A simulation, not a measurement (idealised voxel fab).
Module name: voxel spacer lines (process module)
Each square cell in cross-section cut measures 5 nm, and the section as a whole is 220 nm wide.
Just so we're on the same page, the cross-sections are grids of square cells, and they're listed out in bands top to bottom, each band one or more rows deep.
Each band's line starts with the height of the band's top and of its bottom, in nm. Then come its materials from left to right, each with its width in nm. One material with "full width" fills the band from edge to edge. "air" is empty space.
A quick word on heights: they are counted from 0, and under that level the wafer as it came to us is one material throughout. The lowest band is different from the rest in having no bottom; it simply continues downward, written as in "from 0 down".
Per-row width for "30 to 40": begins at first number (top row of band), ends at second number (bottom row), increment between rows held constant.
"no alteration", as given for a step, is the statement that not any cell of the cross-section underwent a change during that step.
"Fully sealed cavities" specifies each empty space that is not open to the top and that occupies no fewer than 8 cells, using the form width x height at distance, the distance measured from the left edge and all three quantities in nm.
Whatever follows a step's settings on its line is a remark the simulator itself makes about that step.
Among the settings permitted on a step's line is "overlay nm"; applied to a step with a mask, it specifies the extent to which the mask lay to the right of its planned position, whereas a negative figure signifies a position to the left.
THE PLANNED PROCESS STEPS ARE ENUMERATED HEREUNDER
1 RECEIVE | material Si
2 CONFORMAL_DEP | material Al2O3 | thk nm 10
3 DIRECTIONAL_DEP | material TiN | thk nm 10
4 DIRECTIONAL_DEP | material aC | thk nm 20
5 PATTERN | tone cover | mask id MANDREL | material resist | width nm 15 | pitch nm 60 | thk nm 30 | overlay nm 0
6 DIRECTIONAL_ETCH | etch materials aC | depth nm 20
7 STRIP | etch materials resist
8 CONFORMAL_DEP | material SiN | thk nm 10
9 DIRECTIONAL_ETCH | etch materials SiN | depth nm 10
10 STRIP | etch materials aC
11 DIRECTIONAL_ETCH | etch materials TiN | depth nm 10
12 STRIP | etch materials SiN
Heads up: all these wafers start the same, and what changes between them is the width nm in step 5. The value you see in the plan is just what the first wafer got.
AS RECEIVED, I.E. AFTER STEP 1: CROSS-SECTION THROUGH THE FIRST OF SEVERAL WAFERS
* from 0 down = Si full width
* Fully sealed cavities: none
FIRST OF SEVERAL WAFERS: CROSS-SECTION AT THE END OF THE MODULE, AFTER STEP 12, ITS LAST STEP
* from 20 to 10 = 35 air, then 10 TiN, then 15 air, then 10 TiN, then 25 air, then 10 TiN, then 15 air, then 10 TiN, then 25 air, then 10 TiN, then 15 air, then 10 TiN, then 30 air
* from 10 to 0 = Al2O3 full width
* from 0 down = Si full width
* Fully sealed cavities: none
A CROSS-SECTION THROUGH THE LAST WAFER AT THE CLOSE OF THE MODULE
* from 20 to 10 = 25 air, then 10 TiN, then 35 air, then 10 TiN, then 5 air, then 10 TiN, then 35 air, then 10 TiN, then 5 air, then 10 TiN, then 35 air, then 10 TiN, then 20 air
* from 10 to 0 = Al2O3 full width
* from 0 down = Si full width
* Fully sealed cavities: none
QUICK KEY FOR THE TABLE: A ROW PER WAFER, TAKEN AT THE END OF THE MODULE. FOR EACH MATERIAL IT TELLS YOU HOW MANY CELLS THE WAFER GAINED (+) OR LOST (-) SINCE IT CAME IN, AND THE CLOSED VOIDS COME AFTER
width nm 15, +88 Al2O3, +24 TiN, Fully sealed cavities: none
width nm 20, +88 Al2O3, +24 TiN, Fully sealed cavities: none
width nm 25, +88 Al2O3, +24 TiN, Fully sealed cavities: none
width nm 30, +88 Al2O3, +24 TiN, Fully sealed cavities: none
width nm 35, +88 Al2O3, +24 TiN, Fully sealed cavities: none
